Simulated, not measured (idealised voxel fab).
Proc. module: voxel spacer lines
The figure presents cross-section cut, which has a width of 295 nm and is divided into square cells with an edge length of 5 nm.
Cross-section, as written here: a square-cell grid given band by band from the top down, where a band holds one or more rows of cells.
Each band's line starts with the height of the band's top and of its bottom, in nm. Then come its materials from left to right, each with its width in nm. One material with "edge to edge" fills the band from edge to edge. "blank" is empty space.
Counting heights begins at 0, where everything beneath is, in the wafer as received, one material. The lowest band has no bottom; it goes on downwards, as "top 0, no bottom" shows.
Width: "30..40" (first number = top row, second number = bottom row, same change from row to row of cells).
For the purposes of this document, the phrase "stayed the same" attached to a step denotes that no cell within the cross-section was modified by that step.
"Enclosed cavity list" contains a list of empty spaces, each no smaller than 8 cells and without an open way to the top, written in the form width x height at distance with the distance from the left edge and all three in nm.
It should be noted that, on the line of a given step, the content following the step's settings is a remark produced by the simulator itself with respect to that step.
overlay nm: mask right of planned place by this much (step with mask). Neg. = left.
Listed below are the process steps as planned:
1: RECEIVE [material Si]
2: CONFORMAL_DEP [material Al2O3] [thk nm 10]
3: DIRECTIONAL_DEP [material SiN] [thk nm 20]
4: DIRECTIONAL_DEP [material aC] [thk nm 30]
5: PATTERN [tone cover] [mask id MANDREL] [material resist] [width nm 15] [pitch nm 60] [thk nm 40] [overlay nm 0]
6: DIRECTIONAL_ETCH [etch materials aC] [depth nm 30]
7: STRIP [etch materials resist]
8: CONFORMAL_DEP [material SiO2] [thk nm 15]
9: DIRECTIONAL_ETCH [etch materials SiO2] [depth nm 15]
10: STRIP [etch materials aC]
11: DIRECTIONAL_ETCH [etch materials SiN] [depth nm 20]
12: STRIP [etch materials SiO2]
13: FILL_DEP [material SiO2] [thk nm 10]
14: CMP [height nm 30]
Here's what the wafer looked like in cross-section when it arrived - that's after step 1:
* top 0, no bottom | Si edge to edge
* Enclosed cavity list: none
Post-module cross-section: identical start and plan to those above, one misstep in execution:
* top 30, bottom 10 | 70 of SiO2 | 15 of SiN | 15 of SiO2 | 15 of SiN | 15 of SiO2 | 15 of SiN | 15 of SiO2 | 15 of SiN | 15 of SiO2 | 15 of SiN | 15 of SiO2 | 15 of SiN | 60 of SiO2
* top 10, bottom 0 | Al2O3 edge to edge
* top 0, no bottom | Si edge to edge
* Enclosed cavity list: none
what went wrong: step 5 did not use the planned setting and instead ran as PATTERN [tone cover] [mask id MANDREL] [material resist] [width nm 15] [pitch nm 60] [thk nm 40] [overlay nm 5]
